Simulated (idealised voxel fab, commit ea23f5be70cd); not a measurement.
Process module, titled voxel self aligned contacts
Cross-section cut: width 280 nm, square cells of 5 nm.
A cross-section is a grid of square cells, given in bands from the top down. A band is one or more rows of cells. Read a band's entry like this: the first values are the height of its top and the height of its bottom in nm, and what follows is the sequence of materials from left to right, each with its width in nm. Note that "empty" is empty space, and that a single material marked "full width" reaches across the band from edge to edge. We count height from 0. Below that, the starting wafer is all one material. The lowest band never ends at the bottom but goes on down; see "from 0 down" for how that is written. The two numbers in a width such as "30 to 40" mark its ends across the band: the first belongs to the top row of cells, the second to the bottom row, and from each row to the next the width moves by the same amount. The designation "no alteration", where it is given for a processing step, indicates that no cell of the cross-section was altered in the course of that step. The entry titled "Enclosed cavities" provides the empty spaces that have no open way to the top, restricted to those of 8 cells or more. Each is presented as width x height at distance, the distance being measured from the left edge, with all three in nm. Anything after a step's settings on that line? It's the simulator's own note about the step. For masked steps, "overlay nm" on the step line gives how far right of plan the mask actually lay; a minus sign means it lay to the left.
-- Process steps foreseen in the plan
- 1: RECEIVE (material Si)
- 2: CONFORMAL_DEP (material SiO2; thk nm 5)
- 3: DIRECTIONAL_DEP (material polySi; thk nm 25)
- 4: DIRECTIONAL_DEP (material SiN; thk nm 20)
- 5: PATTERN (tone cover; mask id GATE; material resist; width nm 30; pitch nm 55; thk nm 20; overlay nm 0)
- 6: DIRECTIONAL_ETCH (etch materials SiN; depth nm 20)
- 7: DIRECTIONAL_ETCH (etch materials polySi; depth nm 25)
- 8: STRIP (etch materials resist)
- 9: CONFORMAL_DEP (material SiN; thk nm 5)
- 10: DIRECTIONAL_ETCH (etch materials SiN; depth nm 5)
- 11: FILL_DEP (material SiO2; thk nm 10)
- 12: CMP (height nm 55)
- 13: PATTERN (tone open; mask id CONTACT; material resist; width nm 35; pitch nm 55; thk nm 15; overlay nm 0)
- 14: DIRECTIONAL_ETCH (etch materials SiO2; depth nm 55)
- 15: STRIP (etch materials resist)
- 16: CONFORMAL_DEP (material TiN; thk nm 5)
- 17: FILL_DEP (material W; thk nm 10)
- 18: CMP (height nm 55)
- 19: CONFORMAL_DEP (material SiN; thk nm 5)
-- Cross-section, incoming material, after step 1
* from 0 down  Si full width
* Enclosed cavities: none
-- Module complete, cross-section. Starting point and plan per above. One mistake made in running the module
* from 60 to 55  SiN full width
* from 55 to 50  95 of SiO2, then 10 of TiN, then 15 of W, then 10 of TiN, then 20 of SiO2, then 10 of TiN, then 15 of W, then 10 of TiN, then 95 of SiO2
* from 50 to 30  70 of SiO2, then 30 of SiN, then 5 of TiN, then 15 of W, then 5 of TiN, then 30 of SiN, then 5 of TiN, then 15 of W, then 5 of TiN, then 30 of SiN, then 70 of SiO2
* from 30 to 5  70 of SiO2, then 5 of SiN, then 20 of polySi, then 5 of SiN, then 5 of TiN, then 15 of W, then 5 of TiN, then 5 of SiN, then 20 of polySi, then 5 of SiN, then 5 of TiN, then 15 of W, then 5 of TiN, then 5 of SiN, then 20 of polySi, then 5 of SiN, then 70 of SiO2
* from 5 to 0  100 of SiO2, then 25 of TiN, then 30 of SiO2, then 25 of TiN, then 100 of SiO2
* from 0 down  Si full width
* Enclosed cavities: none
Which mistake was made when the wafer was run? step 5 was run on a setting that differed from the plan, and what really ran there is PATTERN (tone cover; mask id GATE; material resist; width nm 20; pitch nm 55; thk nm 20; overlay nm 0)
